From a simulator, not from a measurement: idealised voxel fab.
process module | voxel capacitor over wiring
cross-section cut | 200 nm wide | cells 5 nm
A cross-section is a grid of square cells, given in bands from the top down. A band is one or more rows of cells.
Each band's line starts with the height of the band's top and of its bottom, in nm. Then come its materials from left to right, each with its width in nm. One material with "throughout" fills the band from edge to edge. "air" is empty space.
Height 0 is the level under which the wafer as received is all one material. The lowest band goes on downwards, as in "0 down".
A width such as "30 to 40" changes by the same amount from each row of cells to the next, from the band's top row to its bottom row.
"no change" after a step means that no cell of the cross-section changed.
closed voids: empty space of 8 cells or more with no open way to the top, each as width x height at its distance from the left edge, in nm
after a step's settings: what the simulator itself notes on the step
overlay nm, on a step with a mask: how far to the right of its planned place the mask lay; to the left if negative
plan
1 op RECEIVE | material Si
2 op CONFORMAL_DEP | material SiO2 | thk nm 15
3 op DIRECTIONAL_DEP | material TiN | thk nm 5
4 op DIRECTIONAL_DEP | material W | thk nm 20
5 op PATTERN | tone cover | mask id METAL_1 | material resist | width nm 20 | pitch nm 80 | thk nm 15 | overlay nm 0
6 op DIRECTIONAL_ETCH | etch materials W | depth nm 20
7 op DIRECTIONAL_ETCH | etch materials TiN | depth nm 5
8 op STRIP | etch materials resist
9 op CONFORMAL_DEP | material SiN | thk nm 5
10 op FILL_DEP | material lowk | thk nm 10
11 op CMP | height nm 40
12 op CONFORMAL_DEP | material SiCN | thk nm 5
13 op DIRECTIONAL_DEP | material SiO2 | thk nm 20
14 op MASKED_ETCH | tone open | mask id PLUG_1 | width nm 15 | etch materials SiO2 | depth nm 20 | overlay nm 0
15 op MASKED_ETCH | tone open | mask id PLUG_1 | width nm 15 | etch materials SiCN | depth nm 5 | overlay nm 0
16 op CONFORMAL_DEP | material TiN | thk nm 5
17 op FILL_DEP | material W | thk nm 10
18 op CMP | height nm 65
19 op DIRECTIONAL_DEP | material TiN | thk nm 5
20 op DIRECTIONAL_DEP | material Al2O3 | thk nm 5
21 op DIRECTIONAL_DEP | material TiN | thk nm 10
22 op MASKED_ETCH | tone cover | mask id UPPER_PLATE | width nm 65 | etch materials TiN | depth nm 10 | overlay nm 0
23 op MASKED_ETCH | tone cover | mask id UPPER_PLATE | width nm 65 | etch materials Al2O3 | depth nm 5 | overlay nm 0
24 op DIRECTIONAL_DEP | material aC | thk nm 15
25 op PATTERN | tone cover | mask id LOWER_PLATE | material resist | width nm 75 | thk nm 35 | overlay nm 0
26 op DIRECTIONAL_ETCH | etch materials aC | depth nm 15
27 op STRIP | etch materials resist
28 op DIRECTIONAL_ETCH | etch materials TiN | depth nm 5
29 op STRIP | etch materials aC
30 op FILL_DEP | material SiO2 | thk nm 15
31 op CMP | height nm 95
32 op MASKED_ETCH | tone open | mask id PLUG_2 | width nm 15 | etch materials SiO2 | depth nm 10 | overlay nm 0
33 op CONFORMAL_DEP | material TiN | thk nm 5
34 op FILL_DEP | material W | thk nm 5
35 op CMP | height nm 95
36 op CONFORMAL_DEP | material SiN | thk nm 5
as received, after step 1
  0 down: Si throughout
  closed voids: none
a wafer at the end: this start, this plan, one mistake
  100 to 95: SiN throughout
  95 to 90: SiO2 65 | TiN 15 | SiO2 120
  90 to 80: SiO2 55 | TiN 65 | SiO2 80
  80 to 75: SiO2 50 | TiN 75 | SiO2 75
  75 to 70: Al2O3 throughout
  70 to 65: TiN throughout
  65 to 45: SiO2 55 | TiN 5 | W 5 | TiN 5 | SiO2 130
  45 to 40: SiCN 55 | TiN 15 | SiCN 130
  40 to 20: lowk 45 | SiN 5 | W 20 | SiN 5 | lowk 50 | SiN 5 | W 20 | SiN 5 | lowk 45
  20 to 15: SiN 50 | TiN 20 | SiN 60 | TiN 20 | SiN 50
  15 to 0: SiO2 throughout
  0 down: Si throughout
  closed voids: none
what went wrong: step 21 ran as: op DIRECTIONAL_DEP | material TiN | thk nm 15
